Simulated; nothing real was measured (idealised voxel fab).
Name of the process module below: voxel capacitor over wiring
Section shown: cut. Width: 185 nm. Cell size: 5 nm, square.
A cross-section is a grid of square cells, given in bands from the top down. A band is one or more rows of cells. This entry defines a band. It first specifies the height of the band's top and the height of its bottom in nm, and then specifies the band's materials from left to right, stating each material with its width in nm. The word "full width" identifies a single material that fills the band from edge to edge, while the word "empty" identifies empty space. We count height from 0. Below that, the starting wafer is all one material. The lowest band never ends at the bottom but goes on down; see "top 0, no bottom" for how that is written. Width: "30->40" (first number = top row, second number = bottom row, same change from row to row of cells). The cross-section has no changed cell in any step marked "no modification". Closed-off voids of 8+ cells (no open route to the top) go in "Closed-off voids", written width x height at distance from the left edge, in nm. It should be noted that, on the line of a given step, the content following the step's settings is a remark produced by the simulator itself with respect to that step. "overlay nm" answers the question of how far to the right of plan the mask lay on a step that has a mask, and when it is negative the answer is to the left.
plan
1. RECEIVE [material Si]
2. CONFORMAL_DEP [material SiO2] [thk nm 10]
3. DIRECTIONAL_DEP [material TiN] [thk nm 5]
4. DIRECTIONAL_DEP [material Ru] [thk nm 15]
5. PATTERN [tone cover] [mask id METAL_1] [material resist] [width nm 20] [pitch nm 80] [thk nm 15] [overlay nm 0]
6. DIRECTIONAL_ETCH [etch materials Ru] [depth nm 15]
7. DIRECTIONAL_ETCH [etch materials TiN] [depth nm 5]
8. STRIP [etch materials resist]
9. FILL_DEP [material lowk] [thk nm 10]
10. CMP [height nm 30]
11. CONFORMAL_DEP [material SiCN] [thk nm 5]
12. DIRECTIONAL_DEP [material SiO2] [thk nm 10]
13. DIRECTIONAL_DEP [material aC] [thk nm 10]
14. PATTERN [tone open] [mask id PLUG_1] [material resist] [width nm 15] [thk nm 30] [overlay nm 0]
15. DIRECTIONAL_ETCH [etch materials aC] [depth nm 10]
16. STRIP [etch materials resist]
17. DIRECTIONAL_ETCH [etch materials SiO2] [depth nm 10]
18. DIRECTIONAL_ETCH [etch materials SiCN] [depth nm 5]
19. STRIP [etch materials aC]
20. EPI [material Ru] [thk nm 10]
21. EPI [material Ru] [thk nm 5]
22. DIRECTIONAL_DEP [material TiN] [thk nm 5]
23. DIRECTIONAL_DEP [material SiN] [thk nm 5]
24. DIRECTIONAL_DEP [material TiN] [thk nm 10]
25. DIRECTIONAL_DEP [material aC] [thk nm 15]
26. PATTERN [tone cover] [mask id UPPER_PLATE] [material resist] [width nm 65] [thk nm 30] [overlay nm 0]
27. DIRECTIONAL_ETCH [etch materials aC] [depth nm 15]
28. STRIP [etch materials resist]
29. DIRECTIONAL_ETCH [etch materials TiN] [depth nm 10]
30. DIRECTIONAL_ETCH [etch materials SiN] [depth nm 5]
31. STRIP [etch materials aC]
32. PATTERN [tone cover] [mask id LOWER_PLATE] [material resist] [width nm 75] [thk nm 15] [overlay nm 0]
33. DIRECTIONAL_ETCH [etch materials TiN] [depth nm 5]
34. STRIP [etch materials resist]
35. FILL_DEP [material SiO2] [thk nm 20]
36. CMP [height nm 80]
37. PATTERN [tone open] [mask id PLUG_2] [material resist] [width nm 15] [thk nm 15] [overlay nm 0]
38. DIRECTIONAL_ETCH [etch materials SiO2] [depth nm 15]
39. STRIP [etch materials resist]
40. CONFORMAL_DEP [material TiN] [thk nm 5]
41. FILL_DEP [material W] [thk nm 5]
42. CMP [height nm 80]
43. CONFORMAL_DEP [material SiN] [thk nm 5]
First wafer, two in total, run as planned
Incoming wafer, cross-sectional view, post step 1
- top 0, no bottom | Si full width
- Closed-off voids: none
Wafer section view after processing step 2
- top 10, bottom 0 | SiO2 full width
- Beneath the level 0, the cross-section is identical to its previous state.
Wafer section view after processing step 3
- top 15, bottom 10 | TiN full width
- Beneath the level 10, the cross-section is identical to its previous state.
Wafer section view after processing step 4
- top 30, bottom 15 | Ru full width
- Beneath the level 15, the cross-section is identical to its previous state.
Wafer section view after processing step 5
- top 45, bottom 30 | empty (40) | resist (20) | empty (60) | resist (20) | empty (45)
- Beneath the level 30, the cross-section is identical to its previous state.
Wafer section view after processing step 6
- top 45, bottom 30 | empty (40) | resist (20) | empty (60) | resist (20) | empty (45)
- top 30, bottom 15 | empty (40) | Ru (20) | empty (60) | Ru (20) | empty (45)
- Beneath the level 15, the cross-section is identical to its previous state.
Wafer section view after processing step 7
- top 45, bottom 30 | empty (40) | resist (20) | empty (60) | resist (20) | empty (45)
- top 30, bottom 15 | empty (40) | Ru (20) | empty (60) | Ru (20) | empty (45)
- top 15, bottom 10 | empty (40) | TiN (20) | empty (60) | TiN (20) | empty (45)
- Beneath the level 10, the cross-section is identical to its previous state.
Wafer section view after processing step 8
- top 30, bottom 15 | empty (40) | Ru (20) | empty (60) | Ru (20) | empty (45)
- Beneath the level 15, the cross-section is identical to its previous state.
Wafer section view after processing step 9
- top 40, bottom 30 | lowk full width
- top 30, bottom 15 | lowk (40) | Ru (20) | lowk (60) | Ru (20) | lowk (45)
- top 15, bottom 10 | lowk (40) | TiN (20) | lowk (60) | TiN (20) | lowk (45)
- Beneath the level 10, the cross-section is identical to its previous state.
Wafer section view after processing step 10
- top 30, bottom 15 | lowk (40) | Ru (20) | lowk (60) | Ru (20) | lowk (45)
- Beneath the level 15, the cross-section is identical to its previous state.
Wafer section view after processing step 11
- top 35, bottom 30 | SiCN full width
- Beneath the level 30, the cross-section is identical to its previous state.
Wafer section view after processing step 12
- top 45, bottom 35 | SiO2 full width
- Beneath the level 35, the cross-section is identical to its previous state.
Wafer section view after processing step 13
- top 55, bottom 45 | aC full width
- Beneath the level 45, the cross-section is identical to its previous state.
Wafer section view after processing step 14
- top 85, bottom 55 | resist (45) | empty (15) | resist (125)
- Beneath the level 55, the cross-section is identical to its previous state.
Wafer section view after processing step 15
- top 75, bottom 55 | resist (45) | empty (15) | resist (125)
- top 55, bottom 45 | aC (45) | empty (15) | aC (125)
- Beneath the level 45, the cross-section is identical to its previous state.
Wafer section view after processing step 16
- top 55, bottom 45 | aC (45) | empty (15) | aC (125)
- Beneath the level 45, the cross-section is identical to its previous state.
Wafer section view after processing step 17
- top 55, bottom 45 | aC (45) | empty (15) | aC (125)
- top 45, bottom 35 | SiO2 (45) | empty (15) | SiO2 (125)
- Beneath the level 35, the cross-section is identical to its previous state.
Wafer section view after processing step 18
- top 55, bottom 45 | aC (45) | empty (15) | aC (125)
- top 45, bottom 35 | SiO2 (45) | empty (15) | SiO2 (125)
- top 35, bottom 30 | SiCN (45) | empty (15) | SiCN (125)
- Beneath the level 30, the cross-section is identical to its previous state.
Wafer section view after processing step 19
- top 45, bottom 35 | SiO2 (45) | empty (15) | SiO2 (125)
- Beneath the level 35, the cross-section is identical to its previous state.
Wafer section view after processing step 20
- top 45, bottom 40 | SiO2 (45) | empty (15) | SiO2 (125)
- top 40, bottom 35 | SiO2 (45) | Ru (15) | SiO2 (125)
- top 35, bottom 30 | SiCN (45) | Ru (15) | SiCN (125)
- Beneath the level 30, the cross-section is identical to its previous state.
Wafer section view after processing step 21
- top 45, bottom 35 | SiO2 (45) | Ru (15) | SiO2 (125)
- Beneath the level 35, the cross-section is identical to its previous state.
Wafer section view after processing step 22
- top 50, bottom 45 | TiN full width
- Beneath the level 45, the cross-section is identical to its previous state.
Wafer section view after processing step 23
- top 55, bottom 50 | SiN full width
- Beneath the level 50, the cross-section is identical to its previous state.
Wafer section view after processing step 24
- top 65, bottom 55 | TiN full width
- Beneath the level 55, the cross-section is identical to its previous state.
Wafer section view after processing step 25
- top 80, bottom 65 | aC full width
- Beneath the level 65, the cross-section is identical to its previous state.
Wafer section view after processing step 26
- top 110, bottom 80 | empty (45) | resist (65) | empty (75)
- Beneath the level 80, the cross-section is identical to its previous state.
Wafer section view after processing step 27
- top 95, bottom 80 | empty (45) | resist (65) | empty (75)
- top 80, bottom 65 | empty (45) | aC (65) | empty (75)
- Beneath the level 65, the cross-section is identical to its previous state.
Wafer section view after processing step 28
- top 80, bottom 65 | empty (45) | aC (65) | empty (75)
- Beneath the level 65, the cross-section is identical to its previous state.
Wafer section view after processing step 29
- top 80, bottom 65 | empty (45) | aC (65) | empty (75)
- top 65, bottom 55 | empty (45) | TiN (65) | empty (75)
- Beneath the level 55, the cross-section is identical to its previous state.
Wafer section view after processing step 30
- top 80, bottom 65 | empty (45) | aC (65) | empty (75)
- top 65, bottom 55 | empty (45) | TiN (65) | empty (75)
- top 55, bottom 50 | empty (45) | SiN (65) | empty (75)
- Beneath the level 50, the cross-section is identical to its previous state.
Wafer section view after processing step 31
- top 65, bottom 55 | empty (45) | TiN (65) | empty (75)
- Beneath the level 55, the cross-section is identical to its previous state.
Wafer section view after processing step 32
- top 80, bottom 65 | empty (40) | resist (75) | empty (70)
- top 65, bottom 55 | empty (40) | resist (5) | TiN (65) | resist (5) | empty (70)
- top 55, bottom 50 | empty (40) | resist (5) | SiN (65) | resist (5) | empty (70)
- Beneath the level 50, the cross-section is identical to its previous state.
Wafer section view after processing step 33
- top 80, bottom 65 | empty (40) | resist (75) | empty (70)
- top 65, bottom 55 | empty (40) | resist (5) | TiN (65) | resist (5) | empty (70)
- top 55, bottom 50 | empty (40) | resist (5) | SiN (65) | resist (5) | empty (70)
- top 50, bottom 45 | empty (40) | TiN (75) | empty (70)
- Beneath the level 45, the cross-section is identical to its previous state.
Wafer section view after processing step 34
- top 65, bottom 55 | empty (45) | TiN (65) | empty (75)
- top 55, bottom 50 | empty (45) | SiN (65) | empty (75)
- Beneath the level 50, the cross-section is identical to its previous state.
Wafer section view after processing step 35
- top 85, bottom 65 | SiO2 full width
- top 65, bottom 55 | SiO2 (45) | TiN (65) | SiO2 (75)
- top 55, bottom 50 | SiO2 (45) | SiN (65) | SiO2 (75)
- top 50, bottom 45 | SiO2 (40) | TiN (75) | SiO2 (70)
- Beneath the level 45, the cross-section is identical to its previous state.
Wafer section view after processing step 36
- top 80, bottom 65 | SiO2 full width
- Beneath the level 65, the cross-section is identical to its previous state.
Wafer section view after processing step 37
- top 95, bottom 80 | resist (55) | empty (15) | resist (115)
- Beneath the level 80, the cross-section is identical to its previous state.
Wafer section view after processing step 38
- top 95, bottom 80 | resist (55) | empty (15) | resist (115)
- top 80, bottom 65 | SiO2 (55) | empty (15) | SiO2 (115)
- Beneath the level 65, the cross-section is identical to its previous state.
Wafer section view after processing step 39
- top 80, bottom 65 | SiO2 (55) | empty (15) | SiO2 (115)
- Beneath the level 65, the cross-section is identical to its previous state.
Wafer section view after processing step 40
- top 85, bottom 80 | TiN (60) | empty (5) | TiN (120)
- top 80, bottom 70 | SiO2 (55) | TiN (5) | empty (5) | TiN (5) | SiO2 (115)
- top 70, bottom 65 | SiO2 (55) | TiN (15) | SiO2 (115)
- Beneath the level 65, the cross-section is identical to its previous state.
Wafer section view after processing step 41
- top 90, bottom 85 | W full width
- top 85, bottom 80 | TiN (60) | W (5) | TiN (120)
- top 80, bottom 70 | SiO2 (55) | TiN (5) | W (5) | TiN (5) | SiO2 (115)
- Beneath the level 70, the cross-section is identical to its previous state.
Wafer section view after processing step 42
- top 80, bottom 70 | SiO2 (55) | TiN (5) | W (5) | TiN (5) | SiO2 (115)
- Beneath the level 70, the cross-section is identical to its previous state.
Wafer section view after processing step 43
- top 85, bottom 80 | SiN full width
- Beneath the level 80, the cross-section is identical to its previous state.
Second Wafer (Identical Start and Plan, One Processing Error; Matches First Wafer Through Step 23)
X-section, second wafer, when step 24 was due to finish
- top 70, bottom 55 | TiN full width
- Beneath the level 55, the cross-section is identical to its previous state.
X-section, second wafer, when step 25 was due to finish
- top 85, bottom 70 | aC full width
- Beneath the level 70, the cross-section is identical to its previous state.
X-section, second wafer, when step 26 was due to finish
- top 115, bottom 85 | empty (45) | resist (65) | empty (75)
- Beneath the level 85, the cross-section is identical to its previous state.
X-section, second wafer, when step 27 was due to finish
- top 100, bottom 85 | empty (45) | resist (65) | empty (75)
- top 85, bottom 70 | empty (45) | aC (65) | empty (75)
- Beneath the level 70, the cross-section is identical to its previous state.
X-section, second wafer, when step 28 was due to finish
- top 85, bottom 70 | empty (45) | aC (65) | empty (75)
- Beneath the level 70, the cross-section is identical to its previous state.
X-section, second wafer, when step 29 was due to finish
- top 85, bottom 70 | empty (45) | aC (65) | empty (75)
- top 70, bottom 60 | empty (45) | TiN (65) | empty (75)
- Beneath the level 60, the cross-section is identical to its previous state.
X-section, second wafer, when step 30 was due to finish: no modification
X-section, second wafer, when step 31 was due to finish
- top 70, bottom 60 | empty (45) | TiN (65) | empty (75)
- Beneath the level 60, the cross-section is identical to its previous state.
X-section, second wafer, when step 32 was due to finish
- top 85, bottom 70 | empty (40) | resist (75) | empty (70)
- top 70, bottom 60 | empty (40) | resist (5) | TiN (65) | resist (5) | empty (70)
- Beneath the level 60, the cross-section is identical to its previous state.
X-section, second wafer, when step 33 was due to finish
- top 85, bottom 70 | empty (40) | resist (75) | empty (70)
- top 70, bottom 60 | empty (40) | resist (5) | TiN (65) | resist (5) | empty (70)
- top 60, bottom 55 | empty (40) | TiN (75) | empty (70)
- Beneath the level 55, the cross-section is identical to its previous state.
X-section, second wafer, when step 34 was due to finish
- top 70, bottom 60 | empty (45) | TiN (65) | empty (75)
- Beneath the level 60, the cross-section is identical to its previous state.
X-section, second wafer, when step 35 was due to finish
- top 90, bottom 70 | SiO2 full width
- top 70, bottom 60 | SiO2 (45) | TiN (65) | SiO2 (75)
- top 60, bottom 55 | SiO2 (40) | TiN (75) | SiO2 (70)
- Beneath the level 55, the cross-section is identical to its previous state.
X-section, second wafer, when step 36 was due to finish
- top 80, bottom 70 | SiO2 full width
- Beneath the level 70, the cross-section is identical to its previous state.
X-section, second wafer, when step 37 was due to finish
- top 95, bottom 80 | resist (55) | empty (15) | resist (115)
- Beneath the level 80, the cross-section is identical to its previous state.
X-section, second wafer, when step 38 was due to finish
- top 95, bottom 80 | resist (55) | empty (15) | resist (115)
- top 80, bottom 70 | SiO2 (55) | empty (15) | SiO2 (115)
- Beneath the level 70, the cross-section is identical to its previous state.
X-section, second wafer, when step 39 was due to finish
- top 80, bottom 70 | SiO2 (55) | empty (15) | SiO2 (115)
- Beneath the level 70, the cross-section is identical to its previous state.
X-section, second wafer, when step 40 was due to finish
- top 85, bottom 80 | TiN (60) | empty (5) | TiN (120)
- top 80, bottom 75 | SiO2 (55) | TiN (5) | empty (5) | TiN (5) | SiO2 (115)
- top 75, bottom 70 | SiO2 (55) | TiN (15) | SiO2 (115)
- Beneath the level 70, the cross-section is identical to its previous state.
X-section, second wafer, when step 41 was due to finish
- top 90, bottom 85 | W full width
- top 85, bottom 80 | TiN (60) | W (5) | TiN (120)
- top 80, bottom 75 | SiO2 (55) | TiN (5) | W (5) | TiN (5) | SiO2 (115)
- Beneath the level 75, the cross-section is identical to its previous state.
X-section, second wafer, when step 42 was due to finish
- top 80, bottom 75 | SiO2 (55) | TiN (5) | W (5) | TiN (5) | SiO2 (115)
- Beneath the level 75, the cross-section is identical to its previous state.
X-section, second wafer, when step 43 was due to finish
- top 85, bottom 80 | SiN full width
- Beneath the level 80, the cross-section is identical to its previous state.
Heads up, the wafer didn't run the way we planned it: note that step 24 departed from the planned setting and was carried out as DIRECTIONAL_DEP [material TiN] [thk nm 15]
Bottom line after processing is that, in cells, the second wafer is up or down on some materials versus the first: +24 SiN, -58 SiO2, +35 TiN, -1 W
